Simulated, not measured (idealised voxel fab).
You're looking at the process module voxel ribs on slabs.
Pictured: cross-section cut, 185 nm wide, on a grid of 5 nm square cells.
Square cells in a grid make up a cross-section in this document, and the grid is given as bands, listed from the top down, each one or more rows of cells.
Within each band entry, the heights of the top and of the bottom of the band appear first, in that order and in nm; the materials of the band then follow from left to right, each with its corresponding width in nm. The designation "throughout" on a single material indicates that it fills the band from edge to edge; the designation "empty" indicates empty space.
All heights in this document are referenced to 0, defined as the level beneath which the wafer, as received, consists entirely of one material. The lowest band is not bounded below; it extends indefinitely downward and is written in the form "0 and below".
A width given as "30 to 40" starts at the first number in the band's top row and ends at the second number in its bottom row, shifting by an equal amount at every step from row to row.
A step reported as "no modifications" is a step in which no cell of the cross-section changed.
Voids not open to the top, 8 cells minimum: see "Closed void list". Written width x height at distance; distance is from the left edge; nm.
On each step's line, the part that comes after the settings is the simulator's own comment on the step.
Each step line may optionally specify "overlay nm", which for a step with a mask gives the rightward distance between the mask's planned place and where it lay, a negative value indicating the leftward direction.

**Listed below are the process steps as planned**
- 1: RECEIVE [material Si]
- 2: DIRECTIONAL_DEP [material SiO2] [thk nm 30]
- 3: DIRECTIONAL_DEP [material SiN] [thk nm 20]
- 4: MASKED_ETCH [tone cover] [mask id RIB] [width nm 15] [etch materials SiN] [depth nm 15] [overlay nm 0]
- 5: MASKED_ETCH [tone cover] [mask id SLAB] [width nm 65] [etch materials SiN] [depth nm 5] [overlay nm 0]
- 6: FILL_DEP [material SiO2] [thk nm 20]
- 7: CMP [height nm 60]
- 8: DIRECTIONAL_DEP [material TiN] [thk nm 10]
- 9: MASKED_ETCH [tone cover] [mask id HEATER] [width nm 25] [etch materials TiN] [depth nm 10] [overlay nm 0]
- 10: CONFORMAL_DEP [material SiN] [thk nm 5]

**Cross-section of the incoming wafer, state after step 1**
> 0 and below: Si throughout
> Closed void list: none

**As-planned run: cross-section of the first of two wafers at end of module**
> 75 down to 70: empty 75 nm, SiN 35 nm, empty 75 nm
> 70 down to 65: empty 75 nm, SiN 5 nm, TiN 25 nm, SiN 5 nm, empty 75 nm
> 65 down to 60: SiN 80 nm, TiN 25 nm, SiN 80 nm
> 60 down to 50: SiO2 throughout
> 50 down to 35: SiO2 85 nm, SiN 15 nm, SiO2 85 nm
> 35 down to 30: SiO2 60 nm, SiN 65 nm, SiO2 60 nm
> 30 down to 0: SiO2 throughout
> 0 and below: Si throughout
> Closed void list: none

**Cross-section of the latter of the two wafers at module completion. It had an identical start and an identical plan to the former; in running it, one mistake was made**
> 75 down to 70: empty 75 nm, SiN 35 nm, empty 75 nm
> 70 down to 65: empty 75 nm, SiN 5 nm, TiN 25 nm, SiN 5 nm, empty 75 nm
> 65 down to 60: SiN 80 nm, TiN 25 nm, SiN 80 nm
> 60 down to 50: SiO2 85 to 60 nm, SiN 15 to 65 nm, SiO2 85 to 60 nm
> 50 down to 30: SiN throughout
> 30 down to 0: SiO2 throughout
> 0 and below: Si throughout
> Closed void list: none
Heads up, the wafer didn't run the way we planned it: step 3, plan: ran twice
Wafer comparison, final, in cells, second relative to first, materials more or fewer: SiN: 142 more, SiO2: 142 fewer
